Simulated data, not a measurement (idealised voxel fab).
Name of the process module below: voxel self aligned contacts
We display cut, a cross-section 205 nm in width whose square cells are each 5 nm.
How to read a cross-section here: the picture is a grid of square cells, written as bands going from the top down, and any band can span one or more rows of cells. A band entry consists of two parts. The first gives the height of the band's top and the height of its bottom, in nm. The rest lists the band's materials from left to right, each with its width in nm. A single material labelled with the word "edge to edge" fills the band from edge to edge, and the word "empty" marks empty space. It should be noted that heights are counted from 0, beneath which the wafer as supplied is of one material throughout, and that the lowest band possesses no lower boundary but continues downward, as written in "0 nm and below". You'd read "30->40" like this: the band's top row of cells is as wide as the first number, its bottom row is as wide as the second, and going down, every row changes width by the same amount as the row before did. "no alteration", as given for a step, is the statement that not any cell of the cross-section underwent a change during that step. What "Closed voids list" gives you is every empty space of 8 cells or more that is cut off from the top. Each appears as width x height at distance, with the distance taken from the left edge and width, height and distance all in nm. If you see something after the settings on a step's line, that's the simulator's own remark about that step. "overlay nm", when on a step's line for a step with a mask, measures how far to the right of its planned place the mask lay; a negative measure means to the left.

Plan:
1 RECEIVE: material Si
2 CONFORMAL_DEP: material SiO2, thk nm 5
3 DIRECTIONAL_DEP: material polySi, thk nm 20
4 DIRECTIONAL_DEP: material SiN, thk nm 15
5 MASKED_ETCH: tone cover, mask id GATE, width nm 30, pitch nm 65, etch materials SiN, depth nm 15, overlay nm 0
6 MASKED_ETCH: tone cover, mask id GATE, width nm 30, pitch nm 65, etch materials polySi, depth nm 20, overlay nm 0
7 CONFORMAL_DEP: material SiN, thk nm 5
8 DIRECTIONAL_ETCH: etch materials SiN, depth nm 5
9 FILL_DEP: material SiO2, thk nm 20
10 CMP: height nm 50
11 DIRECTIONAL_DEP: material aC, thk nm 10
12 PATTERN: tone open, mask id CONTACT, material resist, width nm 45, thk nm 25, overlay nm 0
13 DIRECTIONAL_ETCH: etch materials aC, depth nm 10
14 STRIP: etch materials resist
15 DIRECTIONAL_ETCH: etch materials SiO2, depth nm 50
16 STRIP: etch materials aC
17 CONFORMAL_DEP: material TiN, thk nm 5
18 FILL_DEP: material W, thk nm 10
19 CMP: height nm 50
20 CONFORMAL_DEP: material SiN, thk nm 5

Incoming wafer in cross-section (state: after step 1):
> 0 nm and below: Si edge to edge
> Closed voids list: none

Result of the module, cross-sectioned: start per above, plan per above, one error in how it was run:
> 55 nm to 50 nm: SiN edge to edge
> 50 nm to 40 nm: SiO2 80; TiN 5->15; W 35->15; TiN 5->15; SiO2 80
> 40 nm to 25 nm: SiO2 50; SiN 40; TiN 5; W 15; TiN 5; SiN 40; SiO2 50
> 25 nm to 15 nm: SiO2 50; SiN 5; polySi 30; SiN 5; TiN 5; W 15; TiN 5; SiN 5; polySi 30; SiN 5; SiO2 50
> 15 nm to 10 nm: SiO2 50; SiN 5; polySi 30; SiN 5; TiN 25; SiN 5; polySi 30; SiN 5; SiO2 50
> 10 nm to 5 nm: SiN 55; polySi 30; SiN 35; polySi 30; SiN 55
> 5 nm to 0 nm: SiO2 edge to edge
> 0 nm and below: Si edge to edge
> Closed voids list: none
It is concluded that the wafer was processed incorrectly with respect to the plan, in that deviation from plan: step 8 and step 7 executed in one another's positions
